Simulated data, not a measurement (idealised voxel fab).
The process module that follows is named voxel gate over fins.
The cross-section shown here is cut; it is 175 nm wide and divided into square cells measuring 5 nm on a side.
This document writes a cross-section as a grid whose cells are square, and gives it as bands, listed from the top down; one or more rows of cells form a band. Within each band entry, the heights of the top and of the bottom of the band appear first, in that order and in nm; the materials of the band then follow from left to right, each with its corresponding width in nm. The designation "throughout" on a single material indicates that it fills the band from edge to edge; the designation "empty" indicates empty space. All heights in this document are referenced to 0, defined as the level beneath which the wafer, as received, consists entirely of one material. The lowest band is not bounded below; it extends indefinitely downward and is written in the form "0 down". You'd read "30 to 40" like this: the band's top row of cells is as wide as the first number, its bottom row is as wide as the second, and going down, every row changes width by the same amount as the row before did. It should be understood that the words "nothing changed", when stated for a given step, signify that the cross-section underwent no change in any of its cells during that step. Heads up: "Closed cavities" only lists the empty pockets with no open path to the top that are 8 cells or more, and it writes them as width x height at distance, distance from the left edge, in nm. Where a step's line continues beyond its settings, the continuation is a remark by the simulator itself on that step. overlay nm: mask right of planned place by this much (step with mask). Neg. = left.
[Set out below are the planned steps of the process]
| 1 | RECEIVE,material Si |
| 2 | CONFORMAL_DEP,material SiN,thk nm 5 |
| 3 | DIRECTIONAL_DEP,material aC,thk nm 15 |
| 4 | PATTERN,tone cover,mask id FINS,material resist,width nm 15,pitch nm 35,thk nm 35,overlay nm 0 |
| 5 | DIRECTIONAL_ETCH,etch materials aC,depth nm 15 |
| 6 | STRIP,etch materials resist |
| 7 | DIRECTIONAL_ETCH,etch materials SiN,depth nm 5 |
| 8 | DIRECTIONAL_ETCH,etch materials Si,depth nm 30 |
| 9 | STRIP,etch materials aC |
| 10 | FILL_DEP,material SiO2,thk nm 5 |
| 11 | CMP,height nm 5 |
| 12 | SELECTIVE_ETCH,etch materials SiO2,depth nm 20 |
| 13 | STRIP,etch materials SiN |
| 14 | CONFORMAL_DEP,material HfO2,thk nm 5 |
| 15 | CONFORMAL_DEP,material TiN,thk nm 5 |
| 16 | FILL_DEP,material W,thk nm 10 |
| 17 | CMP,height nm 15 |
| 18 | CONFORMAL_DEP,material SiCN,thk nm 10 |
[As received (post step 1): cross-section]
- 0 down = Si throughout
- Closed cavities: none
[The module was run from the start shown above using the plan shown above, but one mistake was made doing it; the resulting wafer cross-section is below]
- 25 to 15 = SiCN throughout
- 15 to 5 = W throughout
- 5 to 0 = W 55  TiN 25  W 10  TiN 25  W 60
- 0 to -10 = W 55  TiN 5  Si 15  TiN 5  W 10  TiN 5  Si 15  TiN 5  W 60
- -10 to -15 = TiN 60  Si 15  TiN 20  Si 15  TiN 65
- -15 to -30 = SiO2 60  Si 15  SiO2 20  Si 15  SiO2 65
- -30 down = Si throughout
- Closed cavities: none
Deviation from plan: step 14 of the plan never got run, it was skipped over
